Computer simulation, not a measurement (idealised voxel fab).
Process module under the name voxel wiring stack
cross-section cut | 190 nm wide | cells 5 nm
The cross-sections in this document take the form of a grid made of square cells. They are written out as bands, in order from top to bottom. Each band consists of one or more rows of cells. Band: top height; bottom height; in nm. Then, left to right: material with width in nm, for each material. "everywhere": a single material spanning edge to edge. "empty": empty space. Heads up on the height convention: 0 is the point under which the incoming wafer is all one material, and the lowest band has no bottom, it just keeps going down, like "0..down". Per-row width for "30..40": begins at first number (top row of band), ends at second number (bottom row), increment between rows held constant. Where the words "nothing was modified" appear for a step, the cross-section shows no cell changed by that step; every cell remained as before. Heads up: "Closed void list" only lists the empty pockets with no open path to the top that are 8 cells or more, and it writes them as width x height at distance, distance from the left edge, in nm. Anything after a step's settings on that line? It's the simulator's own note about the step. overlay nm, on a step with a mask: how far to the right of its planned place the mask lay; to the left if negative.

# Process steps (planned)
1) RECEIVE: material Si
2) CONFORMAL_DEP: material SiO2, thk nm 15
3) CONFORMAL_DEP: material SiN, thk nm 5
4) DIRECTIONAL_DEP: material lowk, thk nm 20
5) PATTERN: tone open, mask id METAL_1, material resist, width nm 25, pitch nm 45, thk nm 15, overlay nm 0
6) DIRECTIONAL_ETCH: etch materials lowk, depth nm 20
7) DIRECTIONAL_ETCH: etch materials SiN, depth nm 5
8) STRIP: etch materials resist
9) CONFORMAL_DEP: material TiN, thk nm 5
10) FILL_DEP: material Cu, thk nm 10
11) CMP: height nm 40
12) CONFORMAL_DEP: material SiCN, thk nm 5
13) DIRECTIONAL_DEP: material lowk, thk nm 10
14) PATTERN: tone open, mask id PLUG_1, material resist, width nm 15, pitch nm 90, thk nm 20, overlay nm 0
15) DIRECTIONAL_ETCH: etch materials lowk, depth nm 10
16) DIRECTIONAL_ETCH: etch materials SiCN, depth nm 5
17) STRIP: etch materials resist
18) CONFORMAL_DEP: material TiN, thk nm 5
19) FILL_DEP: material W, thk nm 5
20) CMP: height nm 55
21) CONFORMAL_DEP: material SiN, thk nm 5
22) DIRECTIONAL_DEP: material lowk, thk nm 20
23) MASKED_ETCH: tone open, mask id METAL_2, width nm 25, pitch nm 45, etch materials lowk, depth nm 20, overlay nm 0
24) MASKED_ETCH: tone open, mask id METAL_2, width nm 25, pitch nm 45, etch materials SiN, depth nm 5, overlay nm 0
25) CONFORMAL_DEP: material TiN, thk nm 5
26) FILL_DEP: material Cu, thk nm 10
27) CMP: height nm 80
28) EPI: material Ru, thk nm 5
29) FILL_DEP: material SiCN, thk nm 5

# First of the two wafers, run per plan

# Cross-section of the incoming wafer, state after step 1
* 0..down | Si everywhere
* Closed void list: none

# Upon completion of step 2, the wafer appears in cross-section as shown
* 15..0 | SiO2 everywhere
* Nothing below the height 0 has changed.

# Upon completion of step 3, the wafer appears in cross-section as shown
* 20..15 | SiN everywhere
* Nothing below the height 15 has changed.

# Upon completion of step 4, the wafer appears in cross-section as shown
* 40..20 | lowk everywhere
* Nothing below the height 20 has changed.

# Upon completion of step 5, the wafer appears in cross-section as shown
* 55..40 | resist=15, empty=25, resist=20, empty=25, resist=20, empty=25, resist=20, empty=25, resist=15
* Nothing below the height 40 has changed.

# Upon completion of step 6, the wafer appears in cross-section as shown
* 55..40 | resist=15, empty=25, resist=20, empty=25, resist=20, empty=25, resist=20, empty=25, resist=15
* 40..20 | lowk=15, empty=25, lowk=20, empty=25, lowk=20, empty=25, lowk=20, empty=25, lowk=15
* Nothing below the height 20 has changed.

# Upon completion of step 7, the wafer appears in cross-section as shown
* 55..40 | resist=15, empty=25, resist=20, empty=25, resist=20, empty=25, resist=20, empty=25, resist=15
* 40..20 | lowk=15, empty=25, lowk=20, empty=25, lowk=20, empty=25, lowk=20, empty=25, lowk=15
* 20..15 | SiN=15, empty=25, SiN=20, empty=25, SiN=20, empty=25, SiN=20, empty=25, SiN=15
* Nothing below the height 15 has changed.

# Upon completion of step 8, the wafer appears in cross-section as shown
* 40..20 | lowk=15, empty=25, lowk=20, empty=25, lowk=20, empty=25, lowk=20, empty=25, lowk=15
* Nothing below the height 20 has changed.

# Upon completion of step 9, the wafer appears in cross-section as shown
* 45..40 | TiN=20, empty=15, TiN=30, empty=15, TiN=30, empty=15, TiN=30, empty=15, TiN=20
* 40..20 | lowk=15, TiN=5, empty=15, TiN=5, lowk=20, TiN=5, empty=15, TiN=5, lowk=20, TiN=5, empty=15, TiN=5, lowk=20, TiN=5, empty=15, TiN=5, lowk=15
* 20..15 | SiN=15, TiN=25, SiN=20, TiN=25, SiN=20, TiN=25, SiN=20, TiN=25, SiN=15
* Nothing below the height 15 has changed.

# Upon completion of step 10, the wafer appears in cross-section as shown
* 55..45 | Cu everywhere
* 45..40 | TiN=20, Cu=15, TiN=30, Cu=15, TiN=30, Cu=15, TiN=30, Cu=15, TiN=20
* 40..20 | lowk=15, TiN=5, Cu=15, TiN=5, lowk=20, TiN=5, Cu=15, TiN=5, lowk=20, TiN=5, Cu=15, TiN=5, lowk=20, TiN=5, Cu=15, TiN=5, lowk=15
* Nothing below the height 20 has changed.

# Upon completion of step 11, the wafer appears in cross-section as shown
* 40..20 | lowk=15, TiN=5, Cu=15, TiN=5, lowk=20, TiN=5, Cu=15, TiN=5, lowk=20, TiN=5, Cu=15, TiN=5, lowk=20, TiN=5, Cu=15, TiN=5, lowk=15
* Nothing below the height 20 has changed.

# Upon completion of step 12, the wafer appears in cross-section as shown
* 45..40 | SiCN everywhere
* Nothing below the height 40 has changed.

# Upon completion of step 13, the wafer appears in cross-section as shown
* 55..45 | lowk everywhere
* Nothing below the height 45 has changed.

# Upon completion of step 14, the wafer appears in cross-section as shown
* 75..55 | resist=15, empty=15, resist=75, empty=15, resist=70
* Nothing below the height 55 has changed.

# Upon completion of step 15, the wafer appears in cross-section as shown
* 75..55 | resist=15, empty=15, resist=75, empty=15, resist=70
* 55..45 | lowk=15, empty=15, lowk=75, empty=15, lowk=70
* Nothing below the height 45 has changed.

# Upon completion of step 16, the wafer appears in cross-section as shown
* 75..55 | resist=15, empty=15, resist=75, empty=15, resist=70
* 55..45 | lowk=15, empty=15, lowk=75, empty=15, lowk=70
* 45..40 | SiCN=15, empty=15, SiCN=75, empty=15, SiCN=70
* Nothing below the height 40 has changed.

# Upon completion of step 17, the wafer appears in cross-section as shown
* 55..45 | lowk=15, empty=15, lowk=75, empty=15, lowk=70
* Nothing below the height 45 has changed.

# Upon completion of step 18, the wafer appears in cross-section as shown
* 60..55 | TiN=20, empty=5, TiN=85, empty=5, TiN=75
* 55..45 | lowk=15, TiN=5, empty=5, TiN=5, lowk=75, TiN=5, empty=5, TiN=5, lowk=70
* 45..40 | SiCN=15, TiN=15, SiCN=75, TiN=15, SiCN=70
* Nothing below the height 40 has changed.

# Upon completion of step 19, the wafer appears in cross-section as shown
* 65..60 | W everywhere
* 60..55 | TiN=20, W=5, TiN=85, W=5, TiN=75
* 55..45 | lowk=15, TiN=5, W=5, TiN=5, lowk=75, TiN=5, W=5, TiN=5, lowk=70
* Nothing below the height 45 has changed.

# Upon completion of step 20, the wafer appears in cross-section as shown
* 55..45 | lowk=15, TiN=5, W=5, TiN=5, lowk=75, TiN=5, W=5, TiN=5, lowk=70
* Nothing below the height 45 has changed.

# Upon completion of step 21, the wafer appears in cross-section as shown
* 60..55 | SiN everywhere
* Nothing below the height 55 has changed.

# Upon completion of step 22, the wafer appears in cross-section as shown
* 80..60 | lowk everywhere
* Nothing below the height 60 has changed.

# Upon completion of step 23, the wafer appears in cross-section as shown
* 80..60 | lowk=15, empty=25, lowk=20, empty=25, lowk=20, empty=25, lowk=20, empty=25, lowk=15
* Nothing below the height 60 has changed.

# Upon completion of step 24, the wafer appears in cross-section as shown
* 80..60 | lowk=15, empty=25, lowk=20, empty=25, lowk=20, empty=25, lowk=20, empty=25, lowk=15
* 60..55 | SiN=15, empty=25, SiN=20, empty=25, SiN=20, empty=25, SiN=20, empty=25, SiN=15
* Nothing below the height 55 has changed.

# Upon completion of step 25, the wafer appears in cross-section as shown
* 85..80 | TiN=20, empty=15, TiN=30, empty=15, TiN=30, empty=15, TiN=30, empty=15, TiN=20
* 80..60 | lowk=15, TiN=5, empty=15, TiN=5, lowk=20, TiN=5, empty=15, TiN=5, lowk=20, TiN=5, empty=15, TiN=5, lowk=20, TiN=5, empty=15, TiN=5, lowk=15
* 60..55 | SiN=15, TiN=25, SiN=20, TiN=25, SiN=20, TiN=25, SiN=20, TiN=25, SiN=15
* Nothing below the height 55 has changed.

# Upon completion of step 26, the wafer appears in cross-section as shown
* 95..85 | Cu everywhere
* 85..80 | TiN=20, Cu=15, TiN=30, Cu=15, TiN=30, Cu=15, TiN=30, Cu=15, TiN=20
* 80..60 | lowk=15, TiN=5, Cu=15, TiN=5, lowk=20, TiN=5, Cu=15, TiN=5, lowk=20, TiN=5, Cu=15, TiN=5, lowk=20, TiN=5, Cu=15, TiN=5, lowk=15
* Nothing below the height 60 has changed.

# Upon completion of step 27, the wafer appears in cross-section as shown
* 80..60 | lowk=15, TiN=5, Cu=15, TiN=5, lowk=20, TiN=5, Cu=15, TiN=5, lowk=20, TiN=5, Cu=15, TiN=5, lowk=20, TiN=5, Cu=15, TiN=5, lowk=15
* Nothing below the height 60 has changed.

# Upon completion of step 28, the wafer appears in cross-section as shown
* 85..80 | empty=10, Ru=35, empty=10, Ru=35, empty=10, Ru=35, empty=10, Ru=35, empty=10
* Nothing below the height 80 has changed.

# Upon completion of step 29, the wafer appears in cross-section as shown
* 90..85 | SiCN everywhere
* 85..80 | SiCN=10, Ru=35, SiCN=10, Ru=35, SiCN=10, Ru=35, SiCN=10, Ru=35, SiCN=10
* Nothing below the height 80 has changed.

# Regarding the second of the two wafers: it shared the first wafer's starting condition and process plan, yet one error occurred during its execution. Its history coincides with that of the first wafer up to and including step 26

# Cross-section of the second wafer when, according to plan, step 27 should have finished
* 70..60 | lowk=15, TiN=5, Cu=15, TiN=5, lowk=20, TiN=5, Cu=15, TiN=5, lowk=20, TiN=5, Cu=15, TiN=5, lowk=20, TiN=5, Cu=15, TiN=5, lowk=15
* Nothing below the height 60 has changed.

# Cross-section of the second wafer when, according to plan, step 28 should have finished
* 75..70 | empty=10, Ru=35, empty=10, Ru=35, empty=10, Ru=35, empty=10, Ru=35, empty=10
* Nothing below the height 70 has changed.

# Cross-section of the second wafer when, according to plan, step 29 should have finished
* 80..75 | SiCN everywhere
* 75..70 | SiCN=10, Ru=35, SiCN=10, Ru=35, SiCN=10, Ru=35, SiCN=10, Ru=35, SiCN=10
* Nothing below the height 70 has changed.
Run error: in deviation from the planned setting, step 27 was conducted as CMP: height nm 70
Heads up, by the end the second wafer has more or fewer cells of some materials compared to the first: Cu: 24 fewer | TiN: 16 fewer | lowk: 36 fewer
